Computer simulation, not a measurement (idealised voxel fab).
Process module, titled voxel wiring stack
Each square cell in cross-section cut measures 5 nm, and the section as a whole is 180 nm wide.
Cross-section format: a grid of square cells, given as bands from top to bottom; each band is one or more rows of cells.
It is stipulated that each band's entry specify, in nanometres, the height of the top of the band and then that of its bottom, followed by the materials of the band in left-to-right sequence, each together with its width in nanometres. A single material marked by the word "edge to edge" is understood to fill the band from edge to edge; the word "empty" is understood to denote empty space.
Convention: height 0 is the level below which the wafer, as received, is all one material. The lowest band does not terminate at the bottom but continues downward, represented as "top 0, no bottom".
With a width like "30..40", each row of cells in the band differs from the next by the same amount, the top row carrying the first number and the bottom row the second.
The cross-section has no changed cell in any step marked "nothing changed".
Heads up: "closed voids" only lists the empty pockets with no open path to the top that are 8 cells or more, and it writes them as width x height at distance, distance from the left edge, in nm.
On a step's line, text after the settings is the simulator commenting on that step.
overlay nm: where the mask lay relative to plan, measured to the right, on steps with a mask; negatives go left.
**The process steps that were planned are listed below**
step 1: RECEIVE [material Si]
step 2: CONFORMAL_DEP [material SiO2] [thk nm 10]
step 3: DIRECTIONAL_DEP [material TiN] [thk nm 5]
step 4: DIRECTIONAL_DEP [material Ru] [thk nm 20]
step 5: PATTERN [tone cover] [mask id METAL_1] [material resist] [width nm 20] [pitch nm 45] [thk nm 15] [overlay nm 0]
step 6: DIRECTIONAL_ETCH [etch materials Ru] [depth nm 20]
step 7: DIRECTIONAL_ETCH [etch materials TiN] [depth nm 5]
step 8: STRIP [etch materials resist]
step 9: FILL_DEP [material lowk] [thk nm 5]
step 10: CMP [height nm 35]
step 11: CONFORMAL_DEP [material SiCN] [thk nm 5]
step 12: DIRECTIONAL_DEP [material lowk] [thk nm 15]
step 13: MASKED_ETCH [tone open] [mask id PLUG_1] [width nm 15] [pitch nm 45] [etch materials lowk] [depth nm 15] [overlay nm 0]
step 14: MASKED_ETCH [tone open] [mask id PLUG_1] [width nm 15] [pitch nm 45] [etch materials SiCN] [depth nm 5] [overlay nm 0]
step 15: CONFORMAL_DEP [material TiN] [thk nm 5]
step 16: FILL_DEP [material Cu] [thk nm 5]
step 17: CMP [height nm 55]
step 18: DIRECTIONAL_DEP [material TiN] [thk nm 5]
step 19: DIRECTIONAL_DEP [material W] [thk nm 25]
step 20: DIRECTIONAL_DEP [material aC] [thk nm 15]
step 21: PATTERN [tone cover] [mask id METAL_2] [material resist] [width nm 30] [pitch nm 45] [thk nm 35] [overlay nm 0]
step 22: DIRECTIONAL_ETCH [etch materials aC] [depth nm 15]
step 23: STRIP [etch materials resist]
step 24: DIRECTIONAL_ETCH [etch materials W] [depth nm 25]
step 25: DIRECTIONAL_ETCH [etch materials TiN] [depth nm 5]
step 26: STRIP [etch materials aC]
step 27: CONFORMAL_DEP [material SiN] [thk nm 5]
step 28: FILL_DEP [material lowk] [thk nm 10]
step 29: CMP [height nm 85]
step 30: CONFORMAL_DEP [material SiCN] [thk nm 5]
step 31: DIRECTIONAL_DEP [material lowk] [thk nm 10]
step 32: MASKED_ETCH [tone open] [mask id PLUG_2] [width nm 15] [etch materials lowk] [depth nm 10] [overlay nm 0]
step 33: MASKED_ETCH [tone open] [mask id PLUG_2] [width nm 15] [etch materials SiCN] [depth nm 5] [overlay nm 0]
step 34: EPI [material Ru] [thk nm 10]
step 35: EPI [material Ru] [thk nm 5]
step 36: DIRECTIONAL_DEP [material TiN] [thk nm 5]
step 37: DIRECTIONAL_DEP [material W] [thk nm 25]
step 38: MASKED_ETCH [tone cover] [mask id METAL_3] [width nm 30] [pitch nm 45] [etch materials W] [depth nm 25] [overlay nm 0]
step 39: MASKED_ETCH [tone cover] [mask id METAL_3] [width nm 30] [pitch nm 45] [etch materials TiN] [depth nm 5] [overlay nm 0]
step 40: FILL_DEP [material lowk] [thk nm 5]
step 41: CMP [height nm 130]
step 42: CONFORMAL_DEP [material SiN] [thk nm 5]
The value of width nm given for step 5 in the plan refers to the first wafer; the wafers vary in this setting and are alike at the start.
**Received wafers, first of several: cross-section after step 1**
top 0, no bottom  Si edge to edge
closed voids: none
**first wafer at the end, after step 42**
top 135, bottom 130  SiN edge to edge
top 130, bottom 105  lowk=50 | W=30 | lowk=15 | W=30 | lowk=55
top 105, bottom 100  lowk=50 | TiN=30 | lowk=15 | TiN=30 | lowk=55
top 100, bottom 90  lowk=50 | Ru=15 | lowk=115
top 90, bottom 85  SiCN=50 | Ru=15 | SiCN=115
top 85, bottom 60  lowk=45 | SiN=5 | W=30 | SiN=5 | lowk=5 | SiN=5 | W=30 | SiN=5 | lowk=50
top 60, bottom 55  SiN=50 | TiN=30 | SiN=15 | TiN=30 | SiN=55
top 55, bottom 40  lowk=50 | TiN=5 | Cu=5 | TiN=5 | lowk=30 | TiN=5 | Cu=5 | TiN=5 | lowk=70
top 40, bottom 35  SiCN=50 | TiN=15 | SiCN=30 | TiN=15 | SiCN=70
top 35, bottom 15  lowk=55 | Ru=20 | lowk=25 | Ru=20 | lowk=60
top 15, bottom 10  lowk=55 | TiN=20 | lowk=25 | TiN=20 | lowk=60
top 10, bottom 0  SiO2 edge to edge
top 0, no bottom  Si edge to edge
closed voids: none
**The module's end: a cross-section of the last wafer**
top 135, bottom 130  SiN edge to edge
top 130, bottom 105  lowk=50 | W=30 | lowk=15 | W=30 | lowk=55
top 105, bottom 100  lowk=50 | TiN=30 | lowk=15 | TiN=30 | lowk=55
top 100, bottom 90  lowk=50 | Ru=15 | lowk=115
top 90, bottom 85  SiCN=50 | Ru=15 | SiCN=115
top 85, bottom 60  lowk=45 | SiN=5 | W=30 | SiN=5 | lowk=5 | SiN=5 | W=30 | SiN=5 | lowk=50
top 60, bottom 55  SiN=50 | TiN=30 | SiN=15 | TiN=30 | SiN=55
top 55, bottom 40  lowk=50 | TiN=5 | Cu=5 | TiN=5 | lowk=30 | TiN=5 | Cu=5 | TiN=5 | lowk=70
top 40, bottom 35  SiCN=50 | TiN=15 | SiCN=30 | TiN=15 | SiCN=70
top 35, bottom 15  lowk=50 | Ru=30 | lowk=15 | Ru=30 | lowk=55
top 15, bottom 10  lowk=50 | TiN=30 | lowk=15 | TiN=30 | lowk=55
top 10, bottom 0  SiO2 edge to edge
top 0, no bottom  Si edge to edge
closed voids: none
**Take any row and you have a wafer at the end of the module: how many cells of each material it has gained (+) or lost (-) since it was received, and then its closed voids**
width nm 20; +6 Cu; +41 Ru; +63 SiCN; +80 SiN; +72 SiO2; +50 TiN; +120 W; +540 lowk; closed voids: none
width nm 25; +6 Cu; +49 Ru; +63 SiCN; +80 SiN; +72 SiO2; +52 TiN; +120 W; +530 lowk; closed voids: none
width nm 30; +6 Cu; +57 Ru; +63 SiCN; +80 SiN; +72 SiO2; +54 TiN; +120 W; +520 lowk; closed voids: none
